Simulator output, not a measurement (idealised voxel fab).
Documented hereafter: the process module known as voxel wiring stack.
Cross-section cut: width 165 nm, square cells of 5 nm.
Reading order for cross-sections: top band down to bottom band. Underlying form: a grid of square cells. Band size: one or more rows of cells.
First you get the band's top height and its bottom height, in nm, and then the materials it's made of, left to right, with each width in nm. If you see a single material with "everywhere", that one covers the band edge to edge. "empty" is empty space.
Heights are reckoned from 0. Under this level, the received wafer is all of one material. The bottommost band is open-ended downward, for example "top 0, no bottom".
So if you see something like "30 to 40" for the width, read it as the top row of the band sitting at the first number and the bottom row at the second, with every row in between moving by the same amount as the last.
The designation "nothing got changed", where it is given for a processing step, indicates that no cell of the cross-section was altered in the course of that step.
You'll see "Enclosed void catalog" listing empty spaces that have no way open to the top, as long as they're 8 cells or more; the notation is width x height at distance, where the distance is from the left edge, and all of it is in nm.
Where a step's line continues beyond its settings, the continuation is a remark by the simulator itself on that step.
overlay nm: mask right of planned place by this much (step with mask). Neg. = left.

-- Process steps foreseen in the plan
1,RECEIVE,material Si
2,CONFORMAL_DEP,material SiO2,thk nm 15
3,CONFORMAL_DEP,material SiCN,thk nm 5
4,DIRECTIONAL_DEP,material SiO2,thk nm 20
5,PATTERN,tone open,mask id METAL_1,material resist,width nm 25,pitch nm 50,thk nm 20,overlay nm 0
6,DIRECTIONAL_ETCH,etch materials SiO2,depth nm 20
7,DIRECTIONAL_ETCH,etch materials SiCN,depth nm 5
8,STRIP,etch materials resist
9,CONFORMAL_DEP,material TiN,thk nm 5
10,FILL_DEP,material Cu,thk nm 10
11,CMP,height nm 40
12,EPI,material Ru,thk nm 5
13,FILL_DEP,material SiCN,thk nm 5
14,DIRECTIONAL_DEP,material SiO2,thk nm 15
15,DIRECTIONAL_DEP,material aC,thk nm 10
16,PATTERN,tone open,mask id PLUG_1,material resist,width nm 15,thk nm 25,overlay nm 0
17,DIRECTIONAL_ETCH,etch materials aC,depth nm 10
18,STRIP,etch materials resist
19,DIRECTIONAL_ETCH,etch materials SiO2,depth nm 15
20,DIRECTIONAL_ETCH,etch materials SiCN,depth nm 5
21,STRIP,etch materials aC
22,CONFORMAL_DEP,material TiN,thk nm 5
23,FILL_DEP,material Cu,thk nm 5
24,CMP,height nm 65
25,DIRECTIONAL_DEP,material TiN,thk nm 5
26,DIRECTIONAL_DEP,material W,thk nm 15
27,MASKED_ETCH,tone cover,mask id METAL_2,width nm 25,pitch nm 50,etch materials W,depth nm 15,overlay nm 0
28,MASKED_ETCH,tone cover,mask id METAL_2,width nm 25,pitch nm 50,etch materials TiN,depth nm 5,overlay nm 0
29,FILL_DEP,material lowk,thk nm 10
30,CMP,height nm 85
31,CONFORMAL_DEP,material SiCN,thk nm 5
32,DIRECTIONAL_DEP,material lowk,thk nm 25
33,DIRECTIONAL_DEP,material aC,thk nm 10
34,PATTERN,tone open,mask id METAL_3_HOLES,material resist,width nm 15,thk nm 30,overlay nm 0
35,DIRECTIONAL_ETCH,etch materials aC,depth nm 10
36,STRIP,etch materials resist
37,DIRECTIONAL_ETCH,etch materials lowk,depth nm 25
38,STRIP,etch materials aC
39,MASKED_ETCH,tone open,mask id METAL_3,width nm 25,pitch nm 50,etch materials lowk,depth nm 15,overlay nm 0
40,MASKED_ETCH,tone open,mask id METAL_3,width nm 25,pitch nm 50,etch materials SiCN,depth nm 5,overlay nm 0
41,CONFORMAL_DEP,material TiN,thk nm 5
42,FILL_DEP,material Ru,thk nm 5
43,CMP,height nm 115
44,CONFORMAL_DEP,material SiCN,thk nm 5
45,DIRECTIONAL_DEP,material SiO2,thk nm 30
46,DIRECTIONAL_DEP,material aC,thk nm 15
47,PATTERN,tone open,mask id METAL_4_HOLES,material resist,width nm 15,pitch nm 50,thk nm 30,overlay nm 0
48,DIRECTIONAL_ETCH,etch materials aC,depth nm 15
49,STRIP,etch materials resist
50,DIRECTIONAL_ETCH,etch materials SiO2,depth nm 30
51,STRIP,etch materials aC
52,DIRECTIONAL_DEP,material aC,thk nm 15
53,PATTERN,tone open,mask id METAL_4,material resist,width nm 25,pitch nm 50,thk nm 30,overlay nm 0
54,DIRECTIONAL_ETCH,etch materials aC,depth nm 15
55,STRIP,etch materials resist
56,DIRECTIONAL_ETCH,etch materials SiO2,depth nm 15
57,DIRECTIONAL_ETCH,etch materials SiCN,depth nm 5
58,STRIP,etch materials aC
59,CONFORMAL_DEP,material TiN,thk nm 5
60,FILL_DEP,material Cu,thk nm 5
61,CMP,height nm 150
62,CONFORMAL_DEP,material SiN,thk nm 5

-- This is the cross-section of the wafer as we received it, i.e. after step 1
top 0, no bottom: Si everywhere
Enclosed void catalog: none

-- First of two wafers at the end of the module, shown in cross-section; run carried out as planned
top 155, bottom 150: SiN everywhere
top 150, bottom 140: SiO2: 45 | TiN: 5 | Cu: 15 | TiN: 5 | SiO2: 25 | TiN: 5 | Cu: 15 | TiN: 5 | SiO2: 45
top 140, bottom 135: SiO2: 45 | TiN: 5 | Cu: 5 | TiN: 15 | SiO2: 25 | TiN: 5 | Cu: 5 | TiN: 15 | SiO2: 45
top 135, bottom 120: SiO2: 45 | TiN: 5 | Cu: 5 | TiN: 5 | SiO2: 35 | TiN: 5 | Cu: 5 | TiN: 5 | SiO2: 55
top 120, bottom 115: SiCN: 45 | TiN: 15 | SiCN: 35 | TiN: 15 | SiCN: 55
top 115, bottom 105: lowk: 45 | TiN: 5 | Ru: 15 | TiN: 5 | lowk: 25 | TiN: 5 | Ru: 15 | TiN: 5 | lowk: 45
top 105, bottom 100: lowk: 45 | TiN: 5 | Ru: 5 | TiN: 15 | lowk: 25 | TiN: 25 | lowk: 45
top 100, bottom 90: lowk: 45 | TiN: 5 | Ru: 5 | TiN: 5 | lowk: 105
top 90, bottom 85: SiCN: 45 | TiN: 15 | SiCN: 105
top 85, bottom 70: lowk: 45 | W: 25 | lowk: 25 | W: 25 | lowk: 45
top 70, bottom 65: lowk: 45 | TiN: 25 | lowk: 25 | TiN: 25 | lowk: 45
top 65, bottom 50: SiO2: 45 | TiN: 5 | Cu: 5 | TiN: 5 | SiO2: 105
top 50, bottom 45: SiCN: 45 | TiN: 15 | SiCN: 105
top 45, bottom 40: SiCN: 40 | Ru: 35 | SiCN: 15 | Ru: 35 | SiCN: 40
top 40, bottom 20: SiO2: 45 | TiN: 5 | Cu: 15 | TiN: 5 | SiO2: 25 | TiN: 5 | Cu: 15 | TiN: 5 | SiO2: 45
top 20, bottom 15: SiCN: 45 | TiN: 25 | SiCN: 25 | TiN: 25 | SiCN: 45
top 15, bottom 0: SiO2 everywhere
top 0, no bottom: Si everywhere
Enclosed void catalog: none

-- So this is wafer number two of the two, cut at the end of the module - it started where the first did and had the same plan, we just got one thing wrong running it
top 155, bottom 150: SiN everywhere
top 150, bottom 140: SiO2: 45 | TiN: 5 | Cu: 15 | TiN: 5 | SiO2: 25 | TiN: 5 | Cu: 15 | TiN: 5 | SiO2: 45
top 140, bottom 135: SiO2: 45 | TiN: 5 | Cu: 5 | TiN: 15 | SiO2: 25 | TiN: 5 | Cu: 5 | TiN: 15 | SiO2: 45
top 135, bottom 120: SiO2: 45 | TiN: 5 | Cu: 5 | TiN: 5 | SiO2: 35 | TiN: 5 | Cu: 5 | TiN: 5 | SiO2: 55
top 120, bottom 115: SiCN: 45 | TiN: 15 | SiCN: 35 | TiN: 15 | SiCN: 55
top 115, bottom 105: lowk: 45 | TiN: 5 | Ru: 15 | TiN: 5 | lowk: 30 | TiN: 5 | Ru: 10 | TiN: 5 | lowk: 45
top 105, bottom 100: lowk: 45 | TiN: 5 | Ru: 5 | TiN: 15 | lowk: 30 | TiN: 20 | lowk: 45
top 100, bottom 90: lowk: 45 | TiN: 5 | Ru: 5 | TiN: 5 | lowk: 105
top 90, bottom 85: SiCN: 45 | TiN: 15 | SiCN: 105
top 85, bottom 70: lowk: 45 | W: 25 | lowk: 25 | W: 25 | lowk: 45
top 70, bottom 65: lowk: 45 | TiN: 25 | lowk: 25 | TiN: 25 | lowk: 45
top 65, bottom 50: SiO2: 45 | TiN: 5 | Cu: 5 | TiN: 5 | SiO2: 105
top 50, bottom 45: SiCN: 45 | TiN: 15 | SiCN: 105
top 45, bottom 40: SiCN: 40 | Ru: 35 | SiCN: 15 | Ru: 35 | SiCN: 40
top 40, bottom 20: SiO2: 45 | TiN: 5 | Cu: 15 | TiN: 5 | SiO2: 25 | TiN: 5 | Cu: 15 | TiN: 5 | SiO2: 45
top 20, bottom 15: SiCN: 45 | TiN: 25 | SiCN: 25 | TiN: 25 | SiCN: 45
top 15, bottom 0: SiO2 everywhere
top 0, no bottom: Si everywhere
Enclosed void catalog: none
Against the plan, the run slipped here: the process deviated at step 39: the operation and settings actually run there were MASKED_ETCH,tone open,mask id METAL_3,width nm 20,pitch nm 50,etch materials lowk,depth nm 15,overlay nm 0
Final wafer comparison in cells, second versus first, more or fewer per material: Ru: 2 fewer, TiN: 1 fewer, lowk: 3 more
